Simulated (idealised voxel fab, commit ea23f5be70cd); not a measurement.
process module | voxel gate over fins
cross-section cut | 215 nm wide | cells 5 nm
A cross-section is a grid of square cells, given in bands from the top down. A band is one or more rows of cells.
Each band's line starts with the height of the band's top and of its bottom, in nm. Then come its materials from left to right, each with its width in nm. One material with "throughout" fills the band from edge to edge. "air" is empty space.
Height 0 is the level under which the wafer as received is all one material. The lowest band goes on downwards, as in "0 down".
A width such as "30 to 40" changes by the same amount from each row of cells to the next, from the band's top row to its bottom row.
"no change" after a step means that no cell of the cross-section changed.
closed voids: empty space of 8 cells or more with no open way to the top, each as width x height at its distance from the left edge, in nm
after a step's settings: what the simulator itself notes on the step
overlay nm, on a step with a mask: how far to the right of its planned place the mask lay; to the left if negative
plan
1 op RECEIVE | material Si
2 op CONFORMAL_DEP | material SiN | thk nm 10
3 op MASKED_ETCH | tone cover | mask id FINS | width nm 15 | pitch nm 40 | etch materials SiN | depth nm 10 | overlay nm 0
4 op MASKED_ETCH | tone cover | mask id FINS | width nm 15 | pitch nm 40 | etch materials Si | depth nm 35 | overlay nm 0
5 op OXIDIZE | depth nm 5
6 op FILL_DEP | material SiO2 | thk nm 5
7 op CMP | height nm 10
8 op SELECTIVE_ETCH | etch materials SiO2 | depth nm 20
9 op STRIP | etch materials SiN
10 op CONFORMAL_DEP | material HfO2 | thk nm 5
11 op CONFORMAL_DEP | material TiN | thk nm 5
12 op CONFORMAL_DEP | material TiAl | thk nm 5
13 op CONFORMAL_DEP | material TiN | thk nm 5
14 op FILL_DEP | material W | thk nm 10
15 op CMP | height nm 25
16 op CONFORMAL_DEP | material SiCN | thk nm 10
first wafer, as planned
as received, after step 1
  0 down: Si throughout
  closed voids: none
after step 2
  10 to 0: SiN throughout
  below 0: unchanged
after step 3
  10 to 0: air 80 | SiN 15 | air 25 | SiN 15 | air 80
  below 0: unchanged
after step 4
  10 to 0: air 80 | SiN 15 | air 25 | SiN 15 | air 80
  0 to -35: air 80 | Si 15 | air 25 | Si 15 | air 80
  below -35: unchanged
after step 5
  10 to 0: air 80 | SiN 15 | air 25 | SiN 15 | air 80
  0 to -35: air 80 | SiO2 5 | Si 5 | SiO2 5 | air 25 | SiO2 5 | Si 5 | SiO2 5 | air 80
  -35 to -40: SiO2 85 | Si 5 | SiO2 35 | Si 5 | SiO2 85
  below -40: unchanged
after step 6
  15 to 10: SiO2 throughout
  10 to 0: SiO2 80 | SiN 15 | SiO2 25 | SiN 15 | SiO2 80
  0 to -40: SiO2 85 | Si 5 | SiO2 35 | Si 5 | SiO2 85
  below -40: unchanged
after step 7
  10 to 0: SiO2 80 | SiN 15 | SiO2 25 | SiN 15 | SiO2 80
  below 0: unchanged
after step 8
  10 to 0: air 80 | SiN 15 | air 25 | SiN 15 | air 80
  0 to -10: air 85 | Si 5 | air 35 | Si 5 | air 85
  below -10: unchanged
after step 9
  0 to -10: air 85 | Si 5 | air 35 | Si 5 | air 85
  below -10: unchanged
after step 10
  5 to 0: air 80 | HfO2 15 | air 25 | HfO2 15 | air 80
  0 to -5: air 80 | HfO2 5 | Si 5 | HfO2 5 | air 25 | HfO2 5 | Si 5 | HfO2 5 | air 80
  -5 to -10: HfO2 85 | Si 5 | HfO2 35 | Si 5 | HfO2 85
  below -10: unchanged
after step 11
  10 to 5: air 75 | TiN 25 | air 15 | TiN 25 | air 75
  5 to 0: air 75 | TiN 5 | HfO2 15 | TiN 5 | air 15 | TiN 5 | HfO2 15 | TiN 5 | air 75
  0 to -5: TiN 80 | HfO2 5 | Si 5 | HfO2 5 | TiN 25 | HfO2 5 | Si 5 | HfO2 5 | TiN 80
  below -5: unchanged
after step 12
  15 to 10: air 70 | TiAl 35 | air 5 | TiAl 35 | air 70
  10 to 5: air 70 | TiAl 5 | TiN 25 | TiAl 5 | air 5 | TiAl 5 | TiN 25 | TiAl 5 | air 70
  5 to 0: TiAl 75 | TiN 5 | HfO2 15 | TiN 5 | TiAl 15 | TiN 5 | HfO2 15 | TiN 5 | TiAl 75
  below 0: unchanged
after step 13
  20 to 15: air 65 | TiN 85 | air 65
  15 to 10: air 65 | TiN 5 | TiAl 35 | TiN 5 | TiAl 35 | TiN 5 | air 65
  10 to 5: TiN 70 | TiAl 5 | TiN 25 | TiAl 5 | TiN 5 | TiAl 5 | TiN 25 | TiAl 5 | TiN 70
  below 5: unchanged
after step 14
  30 to 20: W throughout
  20 to 15: W 65 | TiN 85 | W 65
  15 to 10: W 65 | TiN 5 | TiAl 35 | TiN 5 | TiAl 35 | TiN 5 | W 65
  below 10: unchanged
after step 15
  25 to 20: W throughout
  below 20: unchanged
after step 16
  35 to 25: SiCN throughout
  below 25: unchanged
second wafer: like start, like plan, one mistake. Through step 2 it matches the first wafer
when step 3 should have ended
  10 to 0: SiN 80 | air 15 | SiN 25 | air 15 | SiN 80
  below 0: unchanged
when step 4 should have ended: no change
when step 5 should have ended
  10 to 0: SiN 80 | air 15 | SiN 25 | air 15 | SiN 80
  0 to -5: Si 75 | SiO2 25 | Si 15 | SiO2 25 | Si 75
  below -5: unchanged
when step 6 should have ended
  15 to 10: SiO2 throughout
  10 to 0: SiN 80 | SiO2 15 | SiN 25 | SiO2 15 | SiN 80
  below 0: unchanged
when step 7 should have ended
  10 to 0: SiN 80 | SiO2 15 | SiN 25 | SiO2 15 | SiN 80
  below 0: unchanged
when step 8 should have ended
  10 to 0: SiN 80 | air 15 | SiN 25 | air 15 | SiN 80
  0 to -5: Si 75 | air 25 | Si 15 | air 25 | Si 75
  below -5: unchanged
when step 9 should have ended
  0 to -5: Si 75 | air 25 | Si 15 | air 25 | Si 75
  below -5: unchanged
when step 10 should have ended
  5 to 0: HfO2 80 | air 15 | HfO2 25 | air 15 | HfO2 80
  0 to -5: Si 75 | HfO2 25 | Si 15 | HfO2 25 | Si 75
  below -5: unchanged
when step 11 should have ended
  10 to 5: TiN 85 | air 5 | TiN 35 | air 5 | TiN 85
  5 to 0: HfO2 80 | TiN 15 | HfO2 25 | TiN 15 | HfO2 80
  below 0: unchanged
when step 12 should have ended
  15 to 10: TiAl throughout
  10 to 5: TiN 85 | TiAl 5 | TiN 35 | TiAl 5 | TiN 85
  below 5: unchanged
when step 13 should have ended
  20 to 15: TiN throughout
  below 15: unchanged
when step 14 should have ended
  30 to 20: W throughout
  below 20: unchanged
when step 15 should have ended
  25 to 20: W throughout
  below 20: unchanged
when step 16 should have ended
  35 to 25: SiCN throughout
  below 25: unchanged
what went wrong: step 3 ran as: op MASKED_ETCH | tone open | mask id FINS | width nm 15 | pitch nm 40 | etch materials SiN | depth nm 10 | overlay nm 0
at the end the second wafer has, in cells: 4 fewer of HfO2 | 318 more of Si | 246 fewer of SiO2 | 6 fewer of TiAl | 10 fewer of TiN | 52 fewer of W
